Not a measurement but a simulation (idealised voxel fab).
The following process module bears the name voxel self aligned contacts.
Cross-section cut: width 250 nm, square cells of 5 nm.
In this document a cross-section is written as a grid of square cells. It is given as a series of bands, listed from the top down, and a band is one or more rows of cells. Within each band entry, the heights of the top and of the bottom of the band appear first, in that order and in nm; the materials of the band then follow from left to right, each with its corresponding width in nm. The designation "throughout" on a single material indicates that it fills the band from edge to edge; the designation "blank" indicates empty space. For the purposes of this specification, 0 denotes the height below which the wafer in its as-received condition is composed wholly of one material, and the lowermost band, lacking a lower limit, extends downward without end, as expressed in "z 0 and below". Top row gets the first number, bottom row gets the second, and each row in between changes by the same step: that is how a band width like "30 to 40" works. The cross-section has no changed cell in any step marked "nothing got changed". The entry titled "Encapsulated voids" provides the empty spaces that have no open way to the top, restricted to those of 8 cells or more. Each is presented as width x height at distance, the distance being measured from the left edge, with all three in nm. Past the settings on a step's line: simulator remark, on that step. "overlay nm" on a masked step: distance the mask lay right of its planned place, negative for left.
These are the steps we planned for the process:
| 1 | RECEIVE,material Si |
| 2 | OXIDIZE,depth nm 5 |
| 3 | DIRECTIONAL_DEP,material polySi,thk nm 30 |
| 4 | DIRECTIONAL_DEP,material SiN,thk nm 20 |
| 5 | PATTERN,tone cover,mask id GATE,material resist,width nm 25,pitch nm 60,thk nm 15,overlay nm 0 |
| 6 | DIRECTIONAL_ETCH,etch materials SiN,depth nm 20 |
| 7 | DIRECTIONAL_ETCH,etch materials polySi,depth nm 30 |
| 8 | STRIP,etch materials resist |
| 9 | CONFORMAL_DEP,material SiN,thk nm 10 |
| 10 | DIRECTIONAL_ETCH,etch materials SiN,depth nm 10 |
| 11 | FILL_DEP,material SiO2,thk nm 10 |
| 12 | CMP,height nm 55 |
| 13 | DIRECTIONAL_DEP,material aC,thk nm 15 |
| 14 | PATTERN,tone open,mask id CONTACT,material resist,width nm 45,thk nm 35,overlay nm 0 |
| 15 | DIRECTIONAL_ETCH,etch materials aC,depth nm 15 |
| 16 | STRIP,etch materials resist |
| 17 | DIRECTIONAL_ETCH,etch materials SiO2,depth nm 60 |
| 18 | STRIP,etch materials aC |
| 19 | CONFORMAL_DEP,material TiN,thk nm 5 |
| 20 | FILL_DEP,material W,thk nm 10 |
| 21 | CMP,height nm 55 |
| 22 | CONFORMAL_DEP,material SiCN,thk nm 5 |
Cross-section, incoming material, after step 1:
	z 0 and below  Si throughout
	Encapsulated voids: none
The first of the two wafers as seen in cross-section once the module was finished; processing followed the plan:
	z 60 to 55  SiCN throughout
	z 55 to 50  SiO2 100, then TiN 20, then W 5, then TiN 20, then SiO2 105
	z 50 to 30  SiO2 70, then SiN 45, then TiN 5, then W 5, then TiN 5, then SiN 45, then SiO2 75
	z 30 to 0  SiO2 70, then SiN 10, then polySi 25, then SiN 10, then TiN 5, then W 5, then TiN 5, then SiN 10, then polySi 25, then SiN 10, then SiO2 75
	z 0 to -5  SiO2 115, then TiN 15, then SiO2 120
	z -5 and below  Si throughout
	Encapsulated voids: none
Wafer two cross-section, module end. Start and plan unchanged from wafer one; one mistake made during the run:
	z 60 to 55  SiCN throughout
	z 55 to 35  SiO2 70, then SiN 10, then polySi 25, then SiN 10, then TiN 5, then W 5, then TiN 5, then SiN 10, then polySi 25, then SiN 10, then SiO2 75
	z 35 to 30  SiO2 70, then SiN 10, then polySi 25, then SiN 10, then TiN 15, then SiN 10, then polySi 25, then SiN 10, then SiO2 75
	z 30 to 0  polySi throughout
	z 0 to -5  SiO2 throughout
	z -5 and below  Si throughout
	Encapsulated voids: none
Want to know what went wrong? step 3 of the plan was carried out twice
End check, counted in cells, second wafer has more or fewer of these materials than the first: 80 fewer of SiN; 183 fewer of SiO2; 20 fewer of TiN; 7 fewer of W; 290 more of polySi
